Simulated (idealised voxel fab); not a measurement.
Process module under the name voxel self aligned vias
We display cut, a cross-section 220 nm in width whose square cells are each 5 nm.
Cross-section = grid of square cells, listed top down in bands; band = one or more rows. Band: top and bottom heights (nm) first, top before bottom; then materials from left to right, widths in nm. "everywhere" marks a sole material filling the band edge to edge. "blank" denotes empty space. Heights are reckoned from 0. Under this level, the received wafer is all of one material. The bottommost band is open-ended downward, for example "0..down". Width spec "30..40" -> top row of cells at first value, bottom row at second value, equal per-row change in between. What does "no alteration" mean for a step? It means no cell of the cross-section changed in that step. Enclosed internal voids: empty space of 8 cells or more with no open way to the top, each as width x height at its distance from the left edge, in nm. Whatever follows a step's settings on its line is a remark the simulator itself makes about that step. overlay nm: step with mask; distance mask lay right of planned place; negative value = left of planned place.

# Set out below are the planned steps of the process
1 RECEIVE,material Si
2 CONFORMAL_DEP,material SiO2,thk nm 15
3 CONFORMAL_DEP,material SiCN,thk nm 5
4 DIRECTIONAL_DEP,material SiO2,thk nm 25
5 DIRECTIONAL_DEP,material aC,thk nm 10
6 PATTERN,tone open,mask id LINES,material resist,width nm 30,pitch nm 70,thk nm 25,overlay nm 0
7 DIRECTIONAL_ETCH,etch materials aC,depth nm 10
8 STRIP,etch materials resist
9 DIRECTIONAL_ETCH,etch materials SiO2,depth nm 25
10 STRIP,etch materials aC
11 CONFORMAL_DEP,material TiN,thk nm 5
12 FILL_DEP,material Ru,thk nm 10
13 CMP,height nm 45
14 SELECTIVE_ETCH,etch materials W Ru TiN,depth nm 10
15 FILL_DEP,material SiN,thk nm 10
16 CMP,height nm 45
17 DIRECTIONAL_DEP,material SiO2,thk nm 15
18 MASKED_ETCH,tone open,mask id VIAS,width nm 50,pitch nm 70,etch materials SiO2,depth nm 15,overlay nm 0
19 MASKED_ETCH,tone open,mask id VIAS,width nm 50,pitch nm 70,etch materials SiN,depth nm 10,overlay nm 0
20 CONFORMAL_DEP,material TiN,thk nm 5
21 FILL_DEP,material Cu,thk nm 5
22 CMP,height nm 60
23 CONFORMAL_DEP,material SiCN,thk nm 5

# Here's what the wafer looked like in cross-section when it arrived - that's after step 1
* 0..down = Si everywhere
* Enclosed internal voids: none

# Cross-sectional view of the first of the two wafers upon completion of the module, processed in accordance with the plan
* 65..60 = SiCN everywhere
* 60..50 = SiO2: 50; TiN: 5; Cu: 40; TiN: 5; SiO2: 20; TiN: 5; Cu: 40; TiN: 5; SiO2: 50
* 50..40 = SiO2: 50..60; TiN: 15..5; Cu: 20; TiN: 15..5; SiO2: 20..40; TiN: 15..5; Cu: 20; TiN: 15..5; SiO2: 50..60
* 40..35 = SiO2: 60; TiN: 30; SiO2: 40; TiN: 30; SiO2: 60
* 35..25 = SiO2: 60; TiN: 5; Ru: 20; TiN: 5; SiO2: 40; TiN: 5; Ru: 20; TiN: 5; SiO2: 60
* 25..20 = SiO2: 60; TiN: 30; SiO2: 40; TiN: 30; SiO2: 60
* 20..15 = SiCN everywhere
* 15..0 = SiO2 everywhere
* 0..down = Si everywhere
* Enclosed internal voids: none

# Cross-sectional image of the second wafer of the two following completion of the module. Starting state and process plan were the same as for the first wafer; one execution error occurred
* 65..60 = SiCN everywhere
* 60..50 = SiO2: 50; TiN: 5; Cu: 40; TiN: 5; SiO2: 20; TiN: 5; Cu: 40; TiN: 5; SiO2: 50
* 50..45 = SiO2: 50; TiN: 50; SiO2: 20; TiN: 50; SiO2: 50
* 45..40 = SiCN everywhere
* 40..0 = SiO2 everywhere
* 0..down = Si everywhere
* Enclosed internal voids: none
Finding, execution versus plan: order of steps 3 and 4 inverted relative to the plan
Per the end-of-run cell counts, the second wafer holds more or fewer of some materials than the first: -16 Cu | -16 Ru | +60 SiO2 | -28 TiN
